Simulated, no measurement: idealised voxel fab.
This section sets out a process module, namely voxel gate over fins.
cross-section cut | 165 nm wide | cells 5 nm
Cross-section, as written here: a square-cell grid given band by band from the top down, where a band holds one or more rows of cells.
Band entry format. Leading values: height of top, height of bottom, nm. Remainder: materials in left-to-right order, each with its width in nm. Special words: "all across" on a single material, which then fills the band edge to edge; "air", empty space.
Below 0: as-received wafer, all one material; heights counted from there. Lowest band: no bottom, goes on down, written "from 0 down".
A width given as "30 to 40" starts at the first number in the band's top row and ends at the second number in its bottom row, shifting by an equal amount at every step from row to row.
When a step is marked "nothing changed", none of the cells in the cross-section changed during that step.
Voids not open to the top, 8 cells minimum: see "Sealed internal voids". Written width x height at distance; distance is from the left edge; nm.
The remark found on a step's line after its settings is issued by the simulator itself and pertains to that step.
overlay nm: how far to the right of its planned place the mask lay on this masked step (negative: to the left).

## Intended process steps
| 1 | op RECEIVE | material Si |
| 2 | op CONFORMAL_DEP | material SiN | thk nm 5 |
| 3 | op MASKED_ETCH | tone cover | mask id FINS | width nm 15 | pitch nm 40 | etch materials SiN | depth nm 5 | overlay nm 0 |
| 4 | op MASKED_ETCH | tone cover | mask id FINS | width nm 15 | pitch nm 40 | etch materials Si | depth nm 30 | overlay nm 0 |
| 5 | op OXIDIZE | depth nm 5 |
| 6 | op FILL_DEP | material SiO2 | thk nm 10 |
| 7 | op CMP | height nm 5 |
| 8 | op SELECTIVE_ETCH | etch materials SiO2 | depth nm 15 |
| 9 | op STRIP | etch materials SiN |
| 10 | op CONFORMAL_DEP | material HfO2 | thk nm 5 |
| 11 | op CONFORMAL_DEP | material TiN | thk nm 5 |
| 12 | op CONFORMAL_DEP | material TiAl | thk nm 5 |
| 13 | op CONFORMAL_DEP | material TiN | thk nm 5 |
| 14 | op FILL_DEP | material W | thk nm 10 |
| 15 | op CMP | height nm 25 |
| 16 | op CONFORMAL_DEP | material SiN | thk nm 10 |

## Step 1 complete: cross-section of the wafer as received
    from 0 down = Si all across
    Sealed internal voids: none

## Starting wafer: above. Plan: above. Run: one mistake. Cross-section after the module: below
    from 35 to 25 = SiN all across
    from 25 to 20 = W all across
    from 20 to 15 = TiN all across
    from 15 to 10 = TiAl all across
    from 10 to 5 = TiN=40 | TiAl=5 | TiN=35 | TiAl=5 | TiN=35 | TiAl=5 | TiN=40
    from 5 to 0 = HfO2=35 | TiN=15 | HfO2=25 | TiN=15 | HfO2=25 | TiN=15 | HfO2=35
    from 0 to -5 = Si=30 | HfO2=25 | Si=15 | HfO2=25 | Si=15 | HfO2=25 | Si=30
    from -5 down = Si all across
    Sealed internal voids: none
Deviation from plan: planned and actual differ for step 3; actual: op MASKED_ETCH | tone open | mask id FINS | width nm 15 | pitch nm 40 | etch materials SiN | depth nm 5 | overlay nm 0
